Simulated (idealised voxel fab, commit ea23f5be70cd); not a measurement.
process module | voxel spacer lines
cross-section cut | 165 nm wide | cells 5 nm
A cross-section is a grid of square cells, given in bands from the top down. A band is one or more rows of cells.
Each band's line starts with the height of the band's top and of its bottom, in nm. Then come its materials from left to right, each with its width in nm. One material with "throughout" fills the band from edge to edge. "air" is empty space.
Height 0 is the level under which the wafer as received is all one material. The lowest band goes on downwards, as in "0 down".
A width such as "30 to 40" changes by the same amount from each row of cells to the next, from the band's top row to its bottom row.
"no change" after a step means that no cell of the cross-section changed.
closed voids: empty space of 8 cells or more with no open way to the top, each as width x height at its distance from the left edge, in nm
after a step's settings: what the simulator itself notes on the step
overlay nm, on a step with a mask: how far to the right of its planned place the mask lay; to the left if negative
plan
1 op RECEIVE | material Si
2 op CONFORMAL_DEP | material Al2O3 | thk nm 5
3 op DIRECTIONAL_DEP | material polySi | thk nm 20
4 op DIRECTIONAL_DEP | material aC | thk nm 25
5 op PATTERN | tone cover | mask id MANDREL | material resist | width nm 20 | pitch nm 70 | thk nm 35 | overlay nm 0
6 op DIRECTIONAL_ETCH | etch materials aC | depth nm 25
7 op STRIP | etch materials resist
8 op CONFORMAL_DEP | material SiO2 | thk nm 15
9 op DIRECTIONAL_ETCH | etch materials SiO2 | depth nm 15
10 op STRIP | etch materials aC
11 op DIRECTIONAL_ETCH | etch materials polySi | depth nm 20
12 op STRIP | etch materials SiO2
first wafer, as planned
as received, after step 1
  0 down: Si throughout
  closed voids: none
after step 2
  5 to 0: Al2O3 throughout
  below 0: unchanged
after step 3
  25 to 5: polySi throughout
  below 5: unchanged
after step 4
  50 to 25: aC throughout
  below 25: unchanged
after step 5
  85 to 50: air 35 | resist 20 | air 50 | resist 20 | air 40
  below 50: unchanged
after step 6
  60 to 50: air 35 | resist 20 | air 50 | resist 20 | air 40
  50 to 25: air 35 | aC 20 | air 50 | aC 20 | air 40
  below 25: unchanged
after step 7
  50 to 25: air 35 | aC 20 | air 50 | aC 20 | air 40
  below 25: unchanged
after step 8
  65 to 50: air 20 | SiO2 50 | air 20 | SiO2 50 | air 25
  50 to 40: air 20 | SiO2 15 | aC 20 | SiO2 15 | air 20 | SiO2 15 | aC 20 | SiO2 15 | air 25
  40 to 25: SiO2 35 | aC 20 | SiO2 50 | aC 20 | SiO2 40
  below 25: unchanged
after step 9
  50 to 25: air 20 | SiO2 15 | aC 20 | SiO2 15 | air 20 | SiO2 15 | aC 20 | SiO2 15 | air 25
  below 25: unchanged
after step 10
  50 to 25: air 20 | SiO2 15 | air 20 | SiO2 15 | air 20 | SiO2 15 | air 20 | SiO2 15 | air 25
  below 25: unchanged
after step 11
  50 to 25: air 20 | SiO2 15 | air 20 | SiO2 15 | air 20 | SiO2 15 | air 20 | SiO2 15 | air 25
  25 to 5: air 20 | polySi 15 | air 20 | polySi 15 | air 20 | polySi 15 | air 20 | polySi 15 | air 25
  below 5: unchanged
after step 12
  25 to 5: air 20 | polySi 15 | air 20 | polySi 15 | air 20 | polySi 15 | air 20 | polySi 15 | air 25
  below 5: unchanged
second wafer: like start, like plan, one mistake. Through step 4 it matches the first wafer
when step 5 should have ended
  85 to 50: air 35 | resist 25 | air 45 | resist 25 | air 35
  below 50: unchanged
when step 6 should have ended
  60 to 50: air 35 | resist 25 | air 45 | resist 25 | air 35
  50 to 25: air 35 | aC 25 | air 45 | aC 25 | air 35
  below 25: unchanged
when step 7 should have ended
  50 to 25: air 35 | aC 25 | air 45 | aC 25 | air 35
  below 25: unchanged
when step 8 should have ended
  65 to 50: air 20 | SiO2 55 | air 15 | SiO2 55 | air 20
  50 to 40: air 20 | SiO2 15 | aC 25 | SiO2 15 | air 15 | SiO2 15 | aC 25 | SiO2 15 | air 20
  40 to 25: SiO2 35 | aC 25 | SiO2 45 | aC 25 | SiO2 35
  below 25: unchanged
when step 9 should have ended
  50 to 25: air 20 | SiO2 15 | aC 25 | SiO2 15 | air 15 | SiO2 15 | aC 25 | SiO2 15 | air 20
  below 25: unchanged
when step 10 should have ended
  50 to 25: air 20 | SiO2 15 | air 25 | SiO2 15 | air 15 | SiO2 15 | air 25 | SiO2 15 | air 20
  below 25: unchanged
when step 11 should have ended
  50 to 25: air 20 | SiO2 15 | air 25 | SiO2 15 | air 15 | SiO2 15 | air 25 | SiO2 15 | air 20
  25 to 5: air 20 | polySi 15 | air 25 | polySi 15 | air 15 | polySi 15 | air 25 | polySi 15 | air 20
  below 5: unchanged
when step 12 should have ended
  25 to 5: air 20 | polySi 15 | air 25 | polySi 15 | air 15 | polySi 15 | air 25 | polySi 15 | air 20
  below 5: unchanged
what went wrong: step 5 ran as: op PATTERN | tone cover | mask id MANDREL | material resist | width nm 25 | pitch nm 70 | thk nm 35 | overlay nm 0
at the end the second wafer has, in cells: as many of each material as the first, in other places
